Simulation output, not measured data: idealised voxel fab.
process module | voxel self aligned vias
cross-section cut | 170 nm wide | cells 5 nm
A cross-section is a grid of square cells, given in bands from the top down. A band is one or more rows of cells.
Each band's line starts with the height of the band's top and of its bottom, in nm. Then come its materials from left to right, each with its width in nm. One material with "throughout" fills the band from edge to edge. "air" is empty space.
Height 0 is the level under which the wafer as received is all one material. The lowest band goes on downwards, as in "0 down".
A width such as "30 to 40" changes by the same amount from each row of cells to the next, from the band's top row to its bottom row.
"no change" after a step means that no cell of the cross-section changed.
closed voids: empty space of 8 cells or more with no open way to the top, each as width x height at its distance from the left edge, in nm
after a step's settings: what the simulator itself notes on the step
overlay nm, on a step with a mask: how far to the right of its planned place the mask lay; to the left if negative
plan
1 op RECEIVE | material Si
2 op CONFORMAL_DEP | material SiO2 | thk nm 10
3 op CONFORMAL_DEP | material SiCN | thk nm 5
4 op DIRECTIONAL_DEP | material SiO2 | thk nm 30
5 op DIRECTIONAL_DEP | material aC | thk nm 10
6 op PATTERN | tone open | mask id LINES | material resist | width nm 20 | pitch nm 45 | thk nm 25 | overlay nm 0
7 op DIRECTIONAL_ETCH | etch materials aC | depth nm 10
8 op STRIP | etch materials resist
9 op DIRECTIONAL_ETCH | etch materials SiO2 | depth nm 30
10 op STRIP | etch materials aC
11 op CONFORMAL_DEP | material TiN | thk nm 5
12 op FILL_DEP | material W | thk nm 10
13 op CMP | height nm 45
14 op SELECTIVE_ETCH | etch materials W Ru TiN | depth nm 10
15 op FILL_DEP | material SiN | thk nm 10
16 op CMP | height nm 45
17 op DIRECTIONAL_DEP | material SiO2 | thk nm 15
18 op PATTERN | tone open | mask id VIAS | material resist | width nm 30 | pitch nm 45 | thk nm 15 | overlay nm 0
19 op DIRECTIONAL_ETCH | etch materials SiO2 | depth nm 15
20 op DIRECTIONAL_ETCH | etch materials SiN | depth nm 10
21 op STRIP | etch materials resist
22 op CONFORMAL_DEP | material TiN | thk nm 5
23 op FILL_DEP | material W | thk nm 5
24 op CMP | height nm 60
25 op CONFORMAL_DEP | material SiCN | thk nm 5
as received, after step 1
  0 down: Si throughout
  closed voids: none
first wafer at the end, as planned
  65 to 60: SiCN throughout
  60 to 50: SiO2 45 | TiN 5 | W 20 | TiN 5 | SiO2 15 | TiN 5 | W 20 | TiN 5 | SiO2 50
  50 to 40: SiO2 45 to 50 | TiN 10 to 5 | W 10 | TiN 10 to 5 | SiO2 15 to 25 | TiN 10 to 5 | W 10 | TiN 10 to 5 | SiO2 50 to 55
  40 to 35: SiO2 50 | TiN 20 | SiO2 25 | TiN 20 | SiO2 55
  35 to 20: SiO2 50 | TiN 5 | W 10 | TiN 5 | SiO2 25 | TiN 5 | W 10 | TiN 5 | SiO2 55
  20 to 15: SiO2 50 | TiN 20 | SiO2 25 | TiN 20 | SiO2 55
  15 to 10: SiCN throughout
  10 to 0: SiO2 throughout
  0 down: Si throughout
  closed voids: none
second wafer at the end: like start, like plan, one mistake
  65 to 60: SiCN throughout
  60 to 45: SiO2 45 | TiN 5 | W 20 | TiN 5 | SiO2 15 | TiN 5 | W 20 | TiN 5 | SiO2 50
  45 to 40: SiN 45 | TiN 5 | W 20 | TiN 5 | SiN 15 | TiN 5 | W 20 | TiN 5 | SiN 50
  40 to 35: SiN 45 | TiN 30 | SiN 15 | TiN 30 | SiN 50
  35 to 10: SiO2 50 | TiN 5 | W 10 | TiN 5 | SiO2 25 | TiN 5 | W 10 | TiN 5 | SiO2 55
  10 to 5: SiO2 50 | TiN 20 | SiO2 25 | TiN 20 | SiO2 55
  5 to 0: SiCN throughout
  0 down: Si throughout
  closed voids: none
what went wrong: step 2 was left out
at the end the second wafer has, in cells: 44 more of SiN | 68 fewer of SiO2 | 8 more of TiN | 16 more of W
